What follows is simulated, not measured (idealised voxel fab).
process module | voxel capacitor over wiring
In the cross-section labelled cut, the width is 275 nm and each square cell is 5 nm.
Bands, listed from the top down, are how a cross-section gets written in this document; the cross-section itself is a grid of square cells, and a band is one or more rows of them. Within each band entry, the heights of the top and of the bottom of the band appear first, in that order and in nm; the materials of the band then follow from left to right, each with its corresponding width in nm. The designation "everywhere" on a single material indicates that it fills the band from edge to edge; the designation "empty" indicates empty space. Basically, 0 is our baseline, since under it the wafer straight out of the box is all one material. The bottom band has no lower end and keeps on going down, so it looks like "from 0 down". So if you see something like "30->40" for the width, read it as the top row of the band sitting at the first number and the bottom row at the second, with every row in between moving by the same amount as the last. For the purposes of this document, the phrase "no alteration" attached to a step denotes that no cell within the cross-section was modified by that step. Enclosed cavities: empty space of 8 cells or more with no open way to the top, each as width x height at its distance from the left edge, in nm. On each step's line, the part that comes after the settings is the simulator's own comment on the step. When a step includes a mask, the "overlay nm" setting on its line states how far to the right of its planned place that mask lay, and negative values state how far to the left.
Process steps (planned):
| 1 | RECEIVE [material Si] |
| 2 | CONFORMAL_DEP [material SiO2] [thk nm 15] |
| 3 | CONFORMAL_DEP [material SiCN] [thk nm 5] |
| 4 | DIRECTIONAL_DEP [material lowk] [thk nm 25] |
| 5 | PATTERN [tone open] [mask id METAL_1] [material resist] [width nm 20] [pitch nm 80] [thk nm 15] [overlay nm 0] |
| 6 | DIRECTIONAL_ETCH [etch materials lowk] [depth nm 25] |
| 7 | DIRECTIONAL_ETCH [etch materials SiCN] [depth nm 5] |
| 8 | STRIP [etch materials resist] |
| 9 | CONFORMAL_DEP [material TiN] [thk nm 5] |
| 10 | FILL_DEP [material W] [thk nm 10] |
| 11 | CMP [height nm 45] |
| 12 | EPI [material Ru] [thk nm 5] |
| 13 | FILL_DEP [material SiCN] [thk nm 5] |
| 14 | DIRECTIONAL_DEP [material SiO2] [thk nm 10] |
| 15 | PATTERN [tone open] [mask id PLUG_1] [material resist] [width nm 15] [thk nm 15] [overlay nm 0] |
| 16 | DIRECTIONAL_ETCH [etch materials SiO2] [depth nm 10] |
| 17 | DIRECTIONAL_ETCH [etch materials SiCN] [depth nm 5] |
| 18 | STRIP [etch materials resist] |
| 19 | CONFORMAL_DEP [material TiN] [thk nm 5] |
| 20 | FILL_DEP [material W] [thk nm 5] |
| 21 | CMP [height nm 65] |
| 22 | DIRECTIONAL_DEP [material TiN] [thk nm 5] |
| 23 | DIRECTIONAL_DEP [material SiN] [thk nm 5] |
| 24 | DIRECTIONAL_DEP [material TiN] [thk nm 10] |
| 25 | DIRECTIONAL_DEP [material aC] [thk nm 15] |
| 26 | PATTERN [tone cover] [mask id UPPER_PLATE] [material resist] [width nm 65] [thk nm 30] [overlay nm 0] |
| 27 | DIRECTIONAL_ETCH [etch materials aC] [depth nm 15] |
| 28 | STRIP [etch materials resist] |
| 29 | DIRECTIONAL_ETCH [etch materials TiN] [depth nm 10] |
| 30 | DIRECTIONAL_ETCH [etch materials SiN] [depth nm 5] |
| 31 | STRIP [etch materials aC] |
| 32 | PATTERN [tone cover] [mask id LOWER_PLATE] [material resist] [width nm 75] [thk nm 15] [overlay nm 0] |
| 33 | DIRECTIONAL_ETCH [etch materials TiN] [depth nm 5] |
| 34 | STRIP [etch materials resist] |
| 35 | FILL_DEP [material SiO2] [thk nm 15] |
| 36 | CMP [height nm 95] |
| 37 | MASKED_ETCH [tone open] [mask id PLUG_2] [width nm 15] [etch materials SiO2] [depth nm 10] [overlay nm 0] |
| 38 | CONFORMAL_DEP [material TiN] [thk nm 5] |
| 39 | FILL_DEP [material Ru] [thk nm 5] |
| 40 | CMP [height nm 95] |
| 41 | CONFORMAL_DEP [material SiN] [thk nm 5] |
Cross-section of the incoming wafer, state after step 1:
    from 0 down | Si everywhere
    Enclosed cavities: none
Cross-section: first of two wafers, module finished, run according to plan:
    from 100 to 95 | SiN everywhere
    from 95 to 90 | 100 nm SiO2 | 5 nm TiN | 5 nm Ru | 5 nm TiN | 160 nm SiO2
    from 90 to 85 | 100 nm SiO2 | 15 nm TiN | 160 nm SiO2
    from 85 to 75 | 90 nm SiO2 | 65 nm TiN | 120 nm SiO2
    from 75 to 70 | 90 nm SiO2 | 65 nm SiN | 120 nm SiO2
    from 70 to 65 | 85 nm SiO2 | 75 nm TiN | 115 nm SiO2
    from 65 to 55 | 90 nm SiO2 | 5 nm TiN | 5 nm W | 5 nm TiN | 170 nm SiO2
    from 55 to 50 | 90 nm SiCN | 15 nm TiN | 170 nm SiCN
    from 50 to 45 | 80 nm SiCN | 30 nm Ru | 50 nm SiCN | 30 nm Ru | 85 nm SiCN
    from 45 to 20 | 85 nm lowk | 5 nm TiN | 10 nm W | 5 nm TiN | 60 nm lowk | 5 nm TiN | 10 nm W | 5 nm TiN | 90 nm lowk
    from 20 to 15 | 85 nm SiCN | 20 nm TiN | 60 nm SiCN | 20 nm TiN | 90 nm SiCN
    from 15 to 0 | SiO2 everywhere
    from 0 down | Si everywhere
    Enclosed cavities: none
Second of two wafers, module complete, sectioned: it shares the first wafer's start and plan but was run with one mistake:
    from 100 to 95 | SiN everywhere
    from 95 to 90 | 100 nm SiO2 | 5 nm TiN | 5 nm Ru | 5 nm TiN | 160 nm SiO2
    from 90 to 85 | 100 nm SiO2 | 15 nm TiN | 160 nm SiO2
    from 85 to 75 | 90 nm SiO2 | 65 nm TiN | 120 nm SiO2
    from 75 to 70 | 90 nm SiO2 | 65 nm SiN | 120 nm SiO2
    from 70 to 65 | 85 nm SiO2 | 75 nm TiN | 115 nm SiO2
    from 65 to 55 | 90 nm SiO2 | 5 nm TiN | 5 nm W | 5 nm TiN | 170 nm SiO2
    from 55 to 50 | 90 nm SiCN | 15 nm TiN | 170 nm SiCN
    from 50 to 45 | 80 nm SiCN | 30 nm Ru | 50 nm SiCN | 30 nm Ru | 85 nm SiCN
    from 45 to 35 | 85 nm lowk | 5 nm TiN | 10 nm W | 5 nm TiN | 60 nm lowk | 5 nm TiN | 10 nm W | 5 nm TiN | 90 nm lowk
    from 35 to 30 | 85 nm SiCN | 20 nm TiN | 60 nm SiCN | 20 nm TiN | 90 nm SiCN
    from 30 to 0 | SiO2 everywhere
    from 0 down | Si everywhere
    Enclosed cavities: none
Nonconformance to the process plan: heads up, step 2 of the plan got done twice
Heads up, by the end the second wafer has more or fewer cells of some materials compared to the first: +165 SiO2 | -12 TiN | -12 W | -141 lowk
